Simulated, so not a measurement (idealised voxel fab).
process module | voxel spacer lines
cross-section cut | 280 nm wide | cells 5 nm
A cross-section is a grid of square cells, given in bands from the top down. A band is one or more rows of cells.
Each band's line starts with the height of the band's top and of its bottom, in nm. Then come its materials from left to right, each with its width in nm. One material with "throughout" fills the band from edge to edge. "air" is empty space.
Height 0 is the level under which the wafer as received is all one material. The lowest band goes on downwards, as in "0 down".
A width such as "30 to 40" changes by the same amount from each row of cells to the next, from the band's top row to its bottom row.
"no change" after a step means that no cell of the cross-section changed.
closed voids: empty space of 8 cells or more with no open way to the top, each as width x height at its distance from the left edge, in nm
after a step's settings: what the simulator itself notes on the step
overlay nm, on a step with a mask: how far to the right of its planned place the mask lay; to the left if negative
plan
1 op RECEIVE | material Si
2 op CONFORMAL_DEP | material Al2O3 | thk nm 5
3 op DIRECTIONAL_DEP | material SiN | thk nm 15
4 op DIRECTIONAL_DEP | material polySi | thk nm 25
5 op PATTERN | tone cover | mask id MANDREL | material resist | width nm 25 | pitch nm 70 | thk nm 30 | overlay nm -15
6 op DIRECTIONAL_ETCH | etch materials polySi | depth nm 25
7 op STRIP | etch materials resist
8 op CONFORMAL_DEP | material SiO2 | thk nm 10
9 op DIRECTIONAL_ETCH | etch materials SiO2 | depth nm 10
10 op STRIP | etch materials polySi
11 op DIRECTIONAL_ETCH | etch materials SiN | depth nm 15
12 op STRIP | etch materials SiO2
varied across the wafers: overlay nm of step 5. The plan shows the first wafer's value. All wafers start alike
first wafer as received, after step 1
  0 down: Si throughout
  closed voids: none
first wafer at the end, after step 12
  20 to 5: air 30 | SiN 10 | air 25 | SiN 10 | air 25 | SiN 10 | air 25 | SiN 10 | air 25 | SiN 10 | air 25 | SiN 10 | air 65
  5 to 0: Al2O3 throughout
  0 down: Si throughout
  closed voids: none
last wafer at the end
  20 to 5: air 60 | SiN 10 | air 25 | SiN 10 | air 25 | SiN 10 | air 25 | SiN 10 | air 25 | SiN 10 | air 25 | SiN 10 | air 35
  5 to 0: Al2O3 throughout
  0 down: Si throughout
  closed voids: none
each wafer at the end: cells of each material gained (+) or lost (-) since it was received, then its closed voids
overlay nm -15 | +56 Al2O3 | +36 SiN | closed voids: none
overlay nm -10 | +56 Al2O3 | +36 SiN | closed voids: none
overlay nm -5 | +56 Al2O3 | +36 SiN | closed voids: none
overlay nm 0 | +56 Al2O3 | +36 SiN | closed voids: none
overlay nm 5 | +56 Al2O3 | +36 SiN | closed voids: none
overlay nm 10 | +56 Al2O3 | +36 SiN | closed voids: none
overlay nm 15 | +56 Al2O3 | +36 SiN | closed voids: none
